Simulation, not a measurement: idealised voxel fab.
You're looking at the process module voxel self aligned vias.
Shown is cross-section cut, with a width of 190 nm and square cells of size 5 nm.
Format of a cross-section: grid, square cells. Given as bands. Order: top down. Band: one or more rows of cells.
Basically the band line says how high the top is and how high the bottom is, in nm, and then what's in it from left to right, every material with its width in nm. Empty space shows up as "empty", and if a single material carries "all across" it runs the full band edge to edge.
Basically, 0 is our baseline, since under it the wafer straight out of the box is all one material. The bottom band has no lower end and keeps on going down, so it looks like "0 down".
Width spec "30 to 40" -> top row of cells at first value, bottom row at second value, equal per-row change in between.
The cross-section has no changed cell in any step marked "no modifications".
If an empty space has no open way to the top and is at least 8 cells in size, "Sealed internal voids" lists it, written width x height at distance, where distance is measured from the left edge and every value is in nm.
Past the settings on a step's line: simulator remark, on that step.
"overlay nm" denotes, for a step that has a mask, the displacement of the mask to the right of its planned place, with negative values corresponding to the left.
Planned process steps:
1: RECEIVE [material Si]
2: CONFORMAL_DEP [material SiO2] [thk nm 15]
3: CONFORMAL_DEP [material SiCN] [thk nm 5]
4: DIRECTIONAL_DEP [material lowk] [thk nm 25]
5: PATTERN [tone open] [mask id LINES] [material resist] [width nm 30] [pitch nm 55] [thk nm 15] [overlay nm 0]
6: DIRECTIONAL_ETCH [etch materials lowk] [depth nm 25]
7: STRIP [etch materials resist]
8: CONFORMAL_DEP [material TiN] [thk nm 5]
9: FILL_DEP [material W] [thk nm 10]
10: CMP [height nm 45]
11: SELECTIVE_ETCH [etch materials W Ru TiN] [depth nm 5]
12: FILL_DEP [material SiN] [thk nm 10]
13: CMP [height nm 45]
14: DIRECTIONAL_DEP [material lowk] [thk nm 15]
15: MASKED_ETCH [tone open] [mask id VIAS] [width nm 40] [pitch nm 55] [etch materials lowk] [depth nm 15] [overlay nm 0]
16: MASKED_ETCH [tone open] [mask id VIAS] [width nm 40] [pitch nm 55] [etch materials SiN] [depth nm 5] [overlay nm 0]
17: CONFORMAL_DEP [material TiN] [thk nm 5]
18: FILL_DEP [material Ru] [thk nm 5]
19: CMP [height nm 60]
20: CONFORMAL_DEP [material SiCN] [thk nm 5]
Shown in cross-section is the wafer as received, that is, as it stands after step 1:
> 0 down | Si all across
> Sealed internal voids: none
Look at the cross-section after the module: the wafer started out the way shown above and the plan was the one shown above, yet one mistake was made along the way:
> 65 to 60 | SiCN all across
> 60 to 50 | lowk (45) / TiN (5) / Ru (30) / TiN (5) / lowk (15) / TiN (5) / Ru (30) / TiN (5) / lowk (50)
> 50 to 45 | lowk (45) / TiN (10) / Ru (20) / TiN (10) / lowk (15) / TiN (10) / Ru (20) / TiN (10) / lowk (50)
> 45 to 35 | lowk (50) / TiN (30) / lowk (25) / TiN (30) / lowk (55)
> 35 to 30 | SiCN all across
> 30 to 0 | SiO2 all across
> 0 down | Si all across
> Sealed internal voids: none
Want to know what went wrong? plan step 2 was twice executed
